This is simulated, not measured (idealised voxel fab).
process module | voxel transistor to metal
cross-section cut | 185 nm wide | cells 5 nm
A cross-section is a grid of square cells, given in bands from the top down. A band is one or more rows of cells.
Each band's line starts with the height of the band's top and of its bottom, in nm. Then come its materials from left to right, each with its width in nm. One material with "throughout" fills the band from edge to edge. "air" is empty space.
Height 0 is the level under which the wafer as received is all one material. The lowest band goes on downwards, as in "0 down".
A width such as "30 to 40" changes by the same amount from each row of cells to the next, from the band's top row to its bottom row.
"no change" after a step means that no cell of the cross-section changed.
closed voids: empty space of 8 cells or more with no open way to the top, each as width x height at its distance from the left edge, in nm
after a step's settings: what the simulator itself notes on the step
overlay nm, on a step with a mask: how far to the right of its planned place the mask lay; to the left if negative
plan
1 op RECEIVE | material Si
2 op CONFORMAL_DEP | material SiO2 | thk nm 5
3 op CONFORMAL_DEP | material SiN | thk nm 10
4 op DIRECTIONAL_DEP | material aC | thk nm 10
5 op PATTERN | tone cover | mask id ACTIVE | material resist | width nm 100 | thk nm 25 | overlay nm 0
6 op DIRECTIONAL_ETCH | etch materials aC | depth nm 10
7 op STRIP | etch materials resist
8 op DIRECTIONAL_ETCH | etch materials SiN | depth nm 10
9 op DIRECTIONAL_ETCH | etch materials SiO2 | depth nm 5
10 op DIRECTIONAL_ETCH | etch materials Si | depth nm 25
11 op STRIP | etch materials aC
12 op OXIDIZE | depth nm 5
13 op FILL_DEP | material SiO2 | thk nm 5
14 op CMP | height nm 15
15 op SELECTIVE_ETCH | etch materials SiO2 | depth nm 5
16 op STRIP | etch materials SiN
17 op SELECTIVE_ETCH | etch materials SiO2 | depth nm 5
18 op OXIDIZE | depth nm 5
19 op DIRECTIONAL_DEP | material polySi | thk nm 30
20 op DIRECTIONAL_DEP | material SiCN | thk nm 15
21 op DIRECTIONAL_DEP | material aC | thk nm 15
22 op PATTERN | tone cover | mask id GATE | material resist | width nm 30 | thk nm 35 | overlay nm 0
23 op DIRECTIONAL_ETCH | etch materials aC | depth nm 15
24 op STRIP | etch materials resist
25 op DIRECTIONAL_ETCH | etch materials SiCN | depth nm 25
26 op DIRECTIONAL_ETCH | etch materials polySi | depth nm 40
27 op STRIP | etch materials aC
28 op CONFORMAL_DEP | material SiN | thk nm 5
29 op DIRECTIONAL_ETCH | etch materials SiN | depth nm 5
30 op DIRECTIONAL_ETCH | etch materials SiO2 | depth nm 5
31 op DIRECTIONAL_ETCH | etch materials Si | depth nm 10
32 op EPI | material SiGe | thk nm 10
33 op FILL_DEP | material SiO2 | thk nm 5
34 op CMP | height nm 30
35 op STRIP | etch materials polySi
36 op SELECTIVE_ETCH | etch materials SiO2 | depth nm 5
37 op CONFORMAL_DEP | material HfO2 | thk nm 5
38 op CONFORMAL_DEP | material TiN | thk nm 5
39 op FILL_DEP | material W | thk nm 5
40 op CMP | height nm 25
41 op DIRECTIONAL_DEP | material SiO2 | thk nm 15
42 op PATTERN | tone open | mask id CONTACT | material resist | width nm 15 | pitch nm 75 | thk nm 20 | overlay nm 0
43 op DIRECTIONAL_ETCH | etch materials SiO2 | depth nm 45
44 op STRIP | etch materials resist
45 op CONFORMAL_DEP | material TiN | thk nm 5
46 op FILL_DEP | material W | thk nm 10
47 op CMP | height nm 40
48 op CONFORMAL_DEP | material SiCN | thk nm 5
49 op DIRECTIONAL_DEP | material lowk | thk nm 15
50 op MASKED_ETCH | tone open | mask id METAL_1 | width nm 15 | pitch nm 75 | etch materials lowk | depth nm 15 | overlay nm 0
51 op MASKED_ETCH | tone open | mask id METAL_1 | width nm 15 | pitch nm 75 | etch materials SiCN | depth nm 5 | overlay nm 0
52 op CONFORMAL_DEP | material TiN | thk nm 5
53 op FILL_DEP | material Cu | thk nm 5
54 op CMP | height nm 60
55 op CONFORMAL_DEP | material SiCN | thk nm 5
56 op DIRECTIONAL_DEP | material lowk | thk nm 35
57 op DIRECTIONAL_DEP | material aC | thk nm 10
58 op PATTERN | tone open | mask id METAL_2 | material resist | width nm 15 | pitch nm 75 | thk nm 25 | overlay nm 0
59 op DIRECTIONAL_ETCH | etch materials aC | depth nm 10
60 op STRIP | etch materials resist
61 op DIRECTIONAL_ETCH | etch materials lowk | depth nm 20
62 op STRIP | etch materials aC
63 op DIRECTIONAL_DEP | material aC | thk nm 15
64 op PATTERN | tone open | mask id METAL_2_HOLES | material resist | width nm 15 | pitch nm 75 | thk nm 30 | overlay nm 0
65 op DIRECTIONAL_ETCH | etch materials aC | depth nm 15
66 op STRIP | etch materials resist
67 op DIRECTIONAL_ETCH | etch materials lowk | depth nm 15
68 op DIRECTIONAL_ETCH | etch materials SiCN | depth nm 5
69 op STRIP | etch materials aC
70 op CONFORMAL_DEP | material TiN | thk nm 5
71 op FILL_DEP | material Cu | thk nm 10
72 op CMP | height nm 100
73 op CONFORMAL_DEP | material SiCN | thk nm 5
as received, after step 1
  0 down: Si throughout
  closed voids: none
first wafer at the end, as planned
  105 to 100: SiCN throughout
  100 to 65: lowk 45 | TiN 5 | Cu 5 | TiN 5 | lowk 60 | TiN 5 | Cu 5 | TiN 5 | lowk 50
  65 to 60: SiCN 45 | TiN 15 | SiCN 60 | TiN 15 | SiCN 50
  60 to 45: lowk 45 | TiN 5 | Cu 5 | TiN 5 | lowk 60 | TiN 5 | Cu 5 | TiN 5 | lowk 50
  45 to 40: SiCN 45 | TiN 15 | SiCN 60 | TiN 15 | SiCN 50
  40 to 25: SiO2 45 | TiN 5 | W 5 | TiN 5 | SiO2 60 | TiN 5 | W 5 | TiN 5 | SiO2 50
  25 to 5: SiO2 45 | TiN 5 | W 5 | TiN 5 | SiO2 10 | SiN 5 | HfO2 5 | TiN 5 | W 10 | TiN 5 | HfO2 5 | SiN 5 | SiO2 10 | TiN 5 | W 5 | TiN 5 | SiO2 50
  5 to 0: SiO2 35 | SiN 5 | SiO2 5 | TiN 5 | W 5 | TiN 5 | SiGe 10 | SiN 5 | HfO2 5 | TiN 20 | HfO2 5 | SiN 5 | SiGe 10 | TiN 5 | W 5 | TiN 5 | SiO2 5 | SiN 5 | SiO2 40
  0 to -5: SiO2 45 | TiN 15 | SiGe 10 | HfO2 40 | SiGe 10 | TiN 15 | SiO2 50
  -5 to -15: SiO2 45 | SiGe 25 | Si 40 | SiGe 25 | SiO2 50
  -15 to -30: SiO2 45 | Si 90 | SiO2 50
  -30 down: Si throughout
  closed voids: none
second wafer at the end: like start, like plan, one mistake
  105 to 100: SiCN throughout
  100 to 65: lowk 45 | TiN 5 | Cu 5 | TiN 5 | lowk 60 | TiN 5 | Cu 5 | TiN 5 | lowk 50
  65 to 60: SiCN 45 | TiN 15 | SiCN 60 | TiN 15 | SiCN 50
  60 to 50: lowk 40 | TiN 5 | Cu 15 | TiN 5 | lowk 50 | TiN 5 | Cu 15 | TiN 5 | lowk 45
  50 to 45: lowk 40 | TiN 10 | Cu 5 | TiN 10 | lowk 50 | TiN 10 | Cu 5 | TiN 10 | lowk 45
  45 to 40: SiCN 45 | TiN 15 | SiCN 60 | TiN 15 | SiCN 50
  40 to 25: SiO2 45 | TiN 5 | W 5 | TiN 5 | SiO2 60 | TiN 5 | W 5 | TiN 5 | SiO2 50
  25 to 5: SiO2 45 | TiN 5 | W 5 | TiN 5 | SiO2 10 | SiN 5 | HfO2 5 | TiN 5 | W 10 | TiN 5 | HfO2 5 | SiN 5 | SiO2 10 | TiN 5 | W 5 | TiN 5 | SiO2 50
  5 to 0: SiO2 35 | SiN 5 | SiO2 5 | TiN 5 | W 5 | TiN 5 | SiGe 10 | SiN 5 | HfO2 5 | TiN 20 | HfO2 5 | SiN 5 | SiGe 10 | TiN 5 | W 5 | TiN 5 | SiO2 5 | SiN 5 | SiO2 40
  0 to -5: SiO2 45 | TiN 15 | SiGe 10 | HfO2 40 | SiGe 10 | TiN 15 | SiO2 50
  -5 to -15: SiO2 45 | SiGe 25 | Si 40 | SiGe 25 | SiO2 50
  -15 to -30: SiO2 45 | Si 90 | SiO2 50
  -30 down: Si throughout
  closed voids: none
what went wrong: step 50 ran as: op MASKED_ETCH | tone open | mask id METAL_1 | width nm 25 | pitch nm 75 | etch materials lowk | depth nm 15 | overlay nm 0
at the end the second wafer has, in cells: 8 more of Cu | 4 more of TiN | 12 fewer of lowk
